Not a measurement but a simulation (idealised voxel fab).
The process module presented herein is designated voxel capacitor over wiring.
The cross-section on display is named cut; it measures 165 nm wide, and its cells are 5 nm squares.
This document writes a cross-section as a grid whose cells are square, and gives it as bands, listed from the top down; one or more rows of cells form a band. Look at the band entry: it leads with the top's height and the bottom's height in nm. Then it lists the materials left to right, with a width in nm for each. The word "all across" on a single material says that material fills the band edge to edge. The word "empty" is empty space. We count height from 0. Below that, the starting wafer is all one material. The lowest band never ends at the bottom but goes on down; see "0..down" for how that is written. Read "30 to 40" as a graded width: first number on top, second number at the bottom, same change between each pair of neighbouring rows. "left unchanged" -> step changed no cross-section cell. What "closed voids" gives you is every empty space of 8 cells or more that is cut off from the top. Each appears as width x height at distance, with the distance taken from the left edge and width, height and distance all in nm. Read whatever lies past the settings on a step's line as the simulator's own remark about the step. overlay nm: step with mask; distance mask lay right of planned place; negative value = left of planned place.

### Planned process steps
1) RECEIVE [material Si]
2) CONFORMAL_DEP [material SiO2] [thk nm 10]
3) CONFORMAL_DEP [material SiN] [thk nm 5]
4) DIRECTIONAL_DEP [material lowk] [thk nm 20]
5) DIRECTIONAL_DEP [material aC] [thk nm 15]
6) PATTERN [tone open] [mask id METAL_1] [material resist] [width nm 20] [pitch nm 90] [thk nm 35] [overlay nm 0]
7) DIRECTIONAL_ETCH [etch materials aC] [depth nm 15]
8) STRIP [etch materials resist]
9) DIRECTIONAL_ETCH [etch materials lowk] [depth nm 20]
10) DIRECTIONAL_ETCH [etch materials SiN] [depth nm 5]
11) STRIP [etch materials aC]
12) CONFORMAL_DEP [material TiN] [thk nm 5]
13) FILL_DEP [material Cu] [thk nm 5]
14) CMP [height nm 35]
15) CONFORMAL_DEP [material SiCN] [thk nm 5]
16) DIRECTIONAL_DEP [material lowk] [thk nm 20]
17) PATTERN [tone open] [mask id PLUG_1] [material resist] [width nm 15] [thk nm 15] [overlay nm 0]
18) DIRECTIONAL_ETCH [etch materials lowk] [depth nm 20]
19) DIRECTIONAL_ETCH [etch materials SiCN] [depth nm 5]
20) STRIP [etch materials resist]
21) EPI [material Ru] [thk nm 10]
22) EPI [material Ru] [thk nm 10]
23) EPI [material Ru] [thk nm 5]
24) DIRECTIONAL_DEP [material TiN] [thk nm 5]
25) DIRECTIONAL_DEP [material HfO2] [thk nm 5]
26) DIRECTIONAL_DEP [material TiN] [thk nm 5]
27) MASKED_ETCH [tone cover] [mask id UPPER_PLATE] [width nm 75] [etch materials TiN] [depth nm 5] [overlay nm -15]
28) MASKED_ETCH [tone cover] [mask id UPPER_PLATE] [width nm 75] [etch materials HfO2] [depth nm 5] [overlay nm 0]
29) PATTERN [tone cover] [mask id LOWER_PLATE] [material resist] [width nm 85] [thk nm 20] [overlay nm 0]
30) DIRECTIONAL_ETCH [etch materials TiN] [depth nm 5]
31) STRIP [etch materials resist]
32) FILL_DEP [material SiO2] [thk nm 15]
33) CMP [height nm 85]
34) DIRECTIONAL_DEP [material aC] [thk nm 10]
35) PATTERN [tone open] [mask id PLUG_2] [material resist] [width nm 15] [thk nm 30] [overlay nm 0]
36) DIRECTIONAL_ETCH [etch materials aC] [depth nm 10]
37) STRIP [etch materials resist]
38) DIRECTIONAL_ETCH [etch materials SiO2] [depth nm 10]
39) STRIP [etch materials aC]
40) CONFORMAL_DEP [material TiN] [thk nm 5]
41) FILL_DEP [material Cu] [thk nm 10]
42) CMP [height nm 85]
43) CONFORMAL_DEP [material SiCN] [thk nm 5]
Across this set of wafers, the varied parameter is the overlay nm of step 27. Starting conditions are identical for every wafer, and the plan reports the value assigned to the first wafer.

### First of several wafers, received after step 1, in cross-section
- 0..down = Si all across
- closed voids: none

### Take a look at the first of several wafers in cross-section: the module is done, and step 43 was its last step
- 90..85 = SiCN all across
- 85..80 = SiO2 40 nm; TiN 5 nm; Cu 5 nm; TiN 5 nm; SiO2 110 nm
- 80..70 = SiO2 40 to 25 nm; TiN 15 to 65 nm; SiO2 110 to 75 nm
- 70..65 = SiO2 15 nm; HfO2 90 nm; SiO2 60 nm
- 65..60 = SiO2 15 nm; TiN 95 nm; SiO2 55 nm
- 60..40 = lowk 30 nm; Ru 15 nm; lowk 120 nm
- 40..35 = SiCN 30 nm; Ru 15 nm; SiCN 120 nm
- 35..15 = lowk 25 nm; TiN 5 nm; Cu 10 nm; TiN 5 nm; lowk 70 nm; TiN 5 nm; Cu 10 nm; TiN 5 nm; lowk 30 nm
- 15..10 = SiN 25 nm; TiN 20 nm; SiN 70 nm; TiN 20 nm; SiN 30 nm
- 10..0 = SiO2 all across
- 0..down = Si all across
- closed voids: none

### Showing the last wafer in cross-section at the end of the module
- 90..85 = SiCN all across
- 85..80 = SiO2 40 nm; TiN 5 nm; Cu 5 nm; TiN 5 nm; SiO2 110 nm
- 80..70 = SiO2 40 to 45 nm; TiN 15 to 65 nm; SiO2 110 to 55 nm
- 70..65 = SiO2 30 nm; HfO2 90 nm; SiO2 45 nm
- 65..60 = SiO2 25 nm; TiN 95 nm; SiO2 45 nm
- 60..40 = lowk 30 nm; Ru 15 nm; lowk 120 nm
- 40..35 = SiCN 30 nm; Ru 15 nm; SiCN 120 nm
- 35..15 = lowk 25 nm; TiN 5 nm; Cu 10 nm; TiN 5 nm; lowk 70 nm; TiN 5 nm; Cu 10 nm; TiN 5 nm; lowk 30 nm
- 15..10 = SiN 25 nm; TiN 20 nm; SiN 70 nm; TiN 20 nm; SiN 30 nm
- 10..0 = SiO2 all across
- 0..down = Si all across
- closed voids: none

### Below: a row per wafer. Contents at end of module: for every material, cells gained since receipt (+) or lost since receipt (-); then closed voids
overlay nm -15, +17 Cu, +18 HfO2, +15 Ru, +63 SiCN, +25 SiN, +175 SiO2, +61 TiN, +220 lowk, closed voids: none
overlay nm -10, +17 Cu, +17 HfO2, +15 Ru, +63 SiCN, +25 SiN, +176 SiO2, +61 TiN, +220 lowk, closed voids: none
overlay nm -5, +17 Cu, +16 HfO2, +15 Ru, +63 SiCN, +25 SiN, +177 SiO2, +61 TiN, +220 lowk, closed voids: none
overlay nm 0, +17 Cu, +15 HfO2, +15 Ru, +63 SiCN, +25 SiN, +178 SiO2, +61 TiN, +220 lowk, closed voids: none
overlay nm 5, +17 Cu, +16 HfO2, +15 Ru, +63 SiCN, +25 SiN, +177 SiO2, +61 TiN, +220 lowk, closed voids: none
overlay nm 10, +17 Cu, +17 HfO2, +15 Ru, +63 SiCN, +25 SiN, +176 SiO2, +61 TiN, +220 lowk, closed voids: none
overlay nm 15, +17 Cu, +18 HfO2, +15 Ru, +63 SiCN, +25 SiN, +175 SiO2, +61 TiN, +220 lowk, closed voids: none
